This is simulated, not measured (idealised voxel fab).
Title: Process Module voxel capacitor over wiring
220 nm wide, 5 nm square cells: that's cross-section cut.
Think of the cross-section as a grid of square cells. We describe it in bands, top to bottom, and each band covers one or more rows of those cells. First you get the band's top height and its bottom height, in nm, and then the materials it's made of, left to right, with each width in nm. If you see a single material with "throughout", that one covers the band edge to edge. "air" is empty space. Ref level 0: as-received wafer is one material below here. Bottom band extends down with no lower bound ("from 0 down"). Per-row width for "30 to 40": begins at first number (top row of band), ends at second number (bottom row), increment between rows held constant. "remains unaltered" after a step means that no cell of the cross-section changed. Empty spaces without an open route to the top, at least 8 cells in extent, make up the entry "Closed internal voids"; each is given as width x height at distance, where the distance is measured from the left edge, and all are in nm. Past the settings on a step's line: simulator remark, on that step. The optional step-line setting "overlay nm" applies to steps with a mask and quantifies how far to the right of its planned location the mask lay, a negative value indicating leftward placement.

The steps planned for the process are as follows:
step 1: RECEIVE with material Si
step 2: CONFORMAL_DEP with material SiO2, thk nm 10
step 3: CONFORMAL_DEP with material SiN, thk nm 5
step 4: DIRECTIONAL_DEP with material SiO2, thk nm 15
step 5: PATTERN with tone open, mask id METAL_1, material resist, width nm 20, pitch nm 80, thk nm 20, overlay nm 0
step 6: DIRECTIONAL_ETCH with etch materials SiO2, depth nm 15
step 7: DIRECTIONAL_ETCH with etch materials SiN, depth nm 5
step 8: STRIP with etch materials resist
step 9: CONFORMAL_DEP with material TiN, thk nm 5
step 10: FILL_DEP with material Ru, thk nm 10
step 11: CMP with height nm 30
step 12: EPI with material Ru, thk nm 5
step 13: FILL_DEP with material SiCN, thk nm 5
step 14: DIRECTIONAL_DEP with material lowk, thk nm 20
step 15: DIRECTIONAL_DEP with material aC, thk nm 10
step 16: PATTERN with tone open, mask id PLUG_1, material resist, width nm 15, thk nm 25, overlay nm 0
step 17: DIRECTIONAL_ETCH with etch materials aC, depth nm 10
step 18: STRIP with etch materials resist
step 19: DIRECTIONAL_ETCH with etch materials lowk, depth nm 20
step 20: DIRECTIONAL_ETCH with etch materials SiCN, depth nm 5
step 21: STRIP with etch materials aC
step 22: EPI with material Ru, thk nm 10
step 23: EPI with material Ru, thk nm 10
step 24: EPI with material Ru, thk nm 5
step 25: DIRECTIONAL_DEP with material TiN, thk nm 5
step 26: DIRECTIONAL_DEP with material Al2O3, thk nm 5
step 27: DIRECTIONAL_DEP with material TiN, thk nm 5
step 28: DIRECTIONAL_DEP with material aC, thk nm 15
step 29: PATTERN with tone cover, mask id UPPER_PLATE, material resist, width nm 65, thk nm 35, overlay nm 0
step 30: DIRECTIONAL_ETCH with etch materials aC, depth nm 15
step 31: STRIP with etch materials resist
step 32: DIRECTIONAL_ETCH with etch materials TiN, depth nm 5
step 33: DIRECTIONAL_ETCH with etch materials Al2O3, depth nm 5
step 34: STRIP with etch materials aC
step 35: DIRECTIONAL_DEP with material aC, thk nm 15
step 36: PATTERN with tone cover, mask id LOWER_PLATE, material resist, width nm 75, thk nm 35, overlay nm 0
step 37: DIRECTIONAL_ETCH with etch materials aC, depth nm 15
step 38: STRIP with etch materials resist
step 39: DIRECTIONAL_ETCH with etch materials TiN, depth nm 5
step 40: STRIP with etch materials aC
step 41: FILL_DEP with material SiO2, thk nm 15
step 42: CMP with height nm 85
step 43: PATTERN with tone open, mask id PLUG_2, material resist, width nm 15, thk nm 15, overlay nm 0
step 44: DIRECTIONAL_ETCH with etch materials SiO2, depth nm 10
step 45: STRIP with etch materials resist
step 46: CONFORMAL_DEP with material TiN, thk nm 5
step 47: FILL_DEP with material Cu, thk nm 10
step 48: CMP with height nm 85
step 49: CONFORMAL_DEP with material SiN, thk nm 5

Wafer at receipt (post step 1), cross-section:
  from 0 down: Si throughout
  Closed internal voids: none

Starting structure and process plan are as shown above, but one mistake was made in running the module; the wafer cross-section at the end of the module follows:
  from 90 to 85: SiN throughout
  from 85 to 80: 75 nm SiO2, 5 nm TiN, 5 nm Cu, 5 nm TiN, 130 nm SiO2
  from 80 to 70: 75 nm SiO2, 15 to 60 nm TiN, 130 to 85 nm SiO2
  from 70 to 65: 75 nm SiO2, 65 nm Al2O3, 80 nm SiO2
  from 65 to 60: 60 nm SiO2, 80 nm TiN, 80 nm SiO2
  from 60 to 40: 65 nm lowk, 15 nm Ru, 140 nm lowk
  from 40 to 35: 65 nm SiCN, 15 nm Ru, 140 nm SiCN
  from 35 to 30: 55 nm SiCN, 30 nm Ru, 50 nm SiCN, 30 nm Ru, 55 nm SiCN
  from 30 to 15: 60 nm SiO2, 5 nm TiN, 10 nm Ru, 5 nm TiN, 60 nm SiO2, 5 nm TiN, 10 nm Ru, 5 nm TiN, 60 nm SiO2
  from 15 to 10: 60 nm SiN, 20 nm TiN, 60 nm SiN, 20 nm TiN, 60 nm SiN
  from 10 to 0: SiO2 throughout
  from 0 down: Si throughout
  Closed internal voids: none
It is concluded that the wafer was processed incorrectly with respect to the plan, in that planned and actual differ for step 29; actual: PATTERN with tone cover, mask id UPPER_PLATE, material resist, width nm 65, thk nm 35, overlay nm 10
